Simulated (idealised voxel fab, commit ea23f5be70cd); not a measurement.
Process module in this document: voxel capacitor over wiring
Cross-section cut spans 270 nm and uses square cells 5 nm in size.
Reading order for cross-sections: top band down to bottom band. Underlying form: a grid of square cells. Band size: one or more rows of cells. The band entry comprises the height of the band's top followed by the height of its bottom, expressed in nm, and subsequently the band's materials from left to right, each stated together with its width in nm. Where a single material is marked with the word "edge to edge", that material fills the band from edge to edge. The word "blank" represents empty space. It should be noted that heights are counted from 0, beneath which the wafer as supplied is of one material throughout, and that the lowest band possesses no lower boundary but continues downward, as written in "z 0 and below". Width spec "30..40" -> top row of cells at first value, bottom row at second value, equal per-row change in between. Given "remained the same" for a step, no cell of the cross-section differs between before and after that step. Entry "Closed void catalog". Content: empty spaces with no open connection to the top, size 8 cells or greater. Each: width x height at distance. Distance: from left edge. Unit: nm. after a step's settings: what the simulator itself notes on the step. overlay nm: mask offset rightward from planned place, masked step; negative means leftward offset.

THESE ARE THE STEPS WE PLANNED FOR THE PROCESS
1. RECEIVE: material Si
2. CONFORMAL_DEP: material SiO2, thk nm 15
3. CONFORMAL_DEP: material SiN, thk nm 5
4. DIRECTIONAL_DEP: material SiO2, thk nm 20
5. DIRECTIONAL_DEP: material aC, thk nm 15
6. PATTERN: tone open, mask id METAL_1, material resist, width nm 30, pitch nm 80, thk nm 35, overlay nm 0
7. DIRECTIONAL_ETCH: etch materials aC, depth nm 15
8. STRIP: etch materials resist
9. DIRECTIONAL_ETCH: etch materials SiO2, depth nm 20
10. DIRECTIONAL_ETCH: etch materials SiN, depth nm 5
11. STRIP: etch materials aC
12. CONFORMAL_DEP: material TiN, thk nm 5
13. FILL_DEP: material Cu, thk nm 5
14. CMP: height nm 40
15. CONFORMAL_DEP: material SiCN, thk nm 5
16. DIRECTIONAL_DEP: material lowk, thk nm 20
17. MASKED_ETCH: tone open, mask id PLUG_1, width nm 15, etch materials lowk, depth nm 20, overlay nm 0
18. MASKED_ETCH: tone open, mask id PLUG_1, width nm 15, etch materials SiCN, depth nm 5, overlay nm 0
19. CONFORMAL_DEP: material TiN, thk nm 5
20. FILL_DEP: material Cu, thk nm 5
21. CMP: height nm 65
22. DIRECTIONAL_DEP: material TiN, thk nm 10
23. DIRECTIONAL_DEP: material HfO2, thk nm 5
24. DIRECTIONAL_DEP: material TiN, thk nm 5
25. PATTERN: tone cover, mask id UPPER_PLATE, material resist, width nm 55, thk nm 15, overlay nm 0
26. DIRECTIONAL_ETCH: etch materials TiN, depth nm 5
27. DIRECTIONAL_ETCH: etch materials HfO2, depth nm 5
28. STRIP: etch materials resist
29. DIRECTIONAL_DEP: material aC, thk nm 10
30. PATTERN: tone cover, mask id LOWER_PLATE, material resist, width nm 65, thk nm 25, overlay nm 0
31. DIRECTIONAL_ETCH: etch materials aC, depth nm 10
32. STRIP: etch materials resist
33. DIRECTIONAL_ETCH: etch materials TiN, depth nm 10
34. STRIP: etch materials aC
35. FILL_DEP: material SiO2, thk nm 15
36. CMP: height nm 95
37. DIRECTIONAL_DEP: material aC, thk nm 10
38. PATTERN: tone open, mask id PLUG_2, material resist, width nm 15, thk nm 30, overlay nm 0
39. DIRECTIONAL_ETCH: etch materials aC, depth nm 10
40. STRIP: etch materials resist
41. DIRECTIONAL_ETCH: etch materials SiO2, depth nm 10
42. STRIP: etch materials aC
43. CONFORMAL_DEP: material TiN, thk nm 5
44. FILL_DEP: material Ru, thk nm 5
45. CMP: height nm 95
46. CONFORMAL_DEP: material SiN, thk nm 5
The plan shows the thk nm of step 23 as the first wafer had it; this setting differs between the wafers, which start out alike.

CROSS-SECTION OF THE FIRST OF SEVERAL WAFERS ON RECEIPT, REFLECTING COMPLETION OF STEP 1
    z 0 and below = Si edge to edge
    Closed void catalog: none

FIRST WAFER AT THE END, AFTER STEP 46
    z 100 to 95 = SiN edge to edge
    z 95 to 90 = 105 of SiO2 / 5 of TiN / 5 of Ru / 5 of TiN / 150 of SiO2
    z 90 to 80 = 105..95 of SiO2 / 15..55 of TiN / 150..120 of SiO2
    z 80 to 75 = 95 of SiO2 / 55 of HfO2 / 120 of SiO2
    z 75 to 65 = 90 of SiO2 / 65 of TiN / 115 of SiO2
    z 65 to 45 = 95 of lowk / 5 of TiN / 5 of Cu / 5 of TiN / 160 of lowk
    z 45 to 40 = 95 of SiCN / 15 of TiN / 160 of SiCN
    z 40 to 20 = 80 of SiO2 / 5 of TiN / 20 of Cu / 5 of TiN / 50 of SiO2 / 5 of TiN / 20 of Cu / 5 of TiN / 80 of SiO2
    z 20 to 15 = 80 of SiN / 30 of TiN / 50 of SiN / 30 of TiN / 80 of SiN
    z 15 to 0 = SiO2 edge to edge
    z 0 and below = Si edge to edge
    Closed void catalog: none

CROSS-SECTIONAL VIEW OF THE FINAL WAFER OF SEVERAL AT THE MODULE'S END
    z 100 to 95 = SiN edge to edge
    z 95 to 90 = 95 of SiO2 / 55 of HfO2 / 120 of SiO2
    z 90 to 75 = HfO2 edge to edge
    z 75 to 65 = TiN edge to edge
    z 65 to 45 = 95 of lowk / 5 of TiN / 5 of Cu / 5 of TiN / 160 of lowk
    z 45 to 40 = 95 of SiCN / 15 of TiN / 160 of SiCN
    z 40 to 20 = 80 of SiO2 / 5 of TiN / 20 of Cu / 5 of TiN / 50 of SiO2 / 5 of TiN / 20 of Cu / 5 of TiN / 80 of SiO2
    z 20 to 15 = 80 of SiN / 30 of TiN / 50 of SiN / 30 of TiN / 80 of SiN
    z 15 to 0 = SiO2 edge to edge
    z 0 and below = Si edge to edge
    Closed void catalog: none

NOTE: THE FOLLOWING TABLE IS ARRANGED BY WAFER, A ROW APIECE. EACH ROW REPORTS THE END-OF-MODULE STATE: PER MATERIAL, CELLS GAINED (+) OR CELLS LOST (-) COMPARED WITH THE WAFER AS RECEIVED; CLOSED VOIDS FOLLOW
thk nm 5, +36 Cu, +11 HfO2, +1 Ru, +51 SiCN, +96 SiN, +600 SiO2, +81 TiN, +204 lowk, Closed void catalog: none
thk nm 10, +36 Cu, +65 HfO2, +51 SiCN, +96 SiN, +467 SiO2, +161 TiN, +204 lowk, Closed void catalog: none
thk nm 15, +36 Cu, +119 HfO2, +51 SiCN, +96 SiN, +416 SiO2, +158 TiN, +204 lowk, Closed void catalog: none
thk nm 20, +36 Cu, +173 HfO2, +51 SiCN, +96 SiN, +373 SiO2, +147 TiN, +204 lowk, Closed void catalog: none
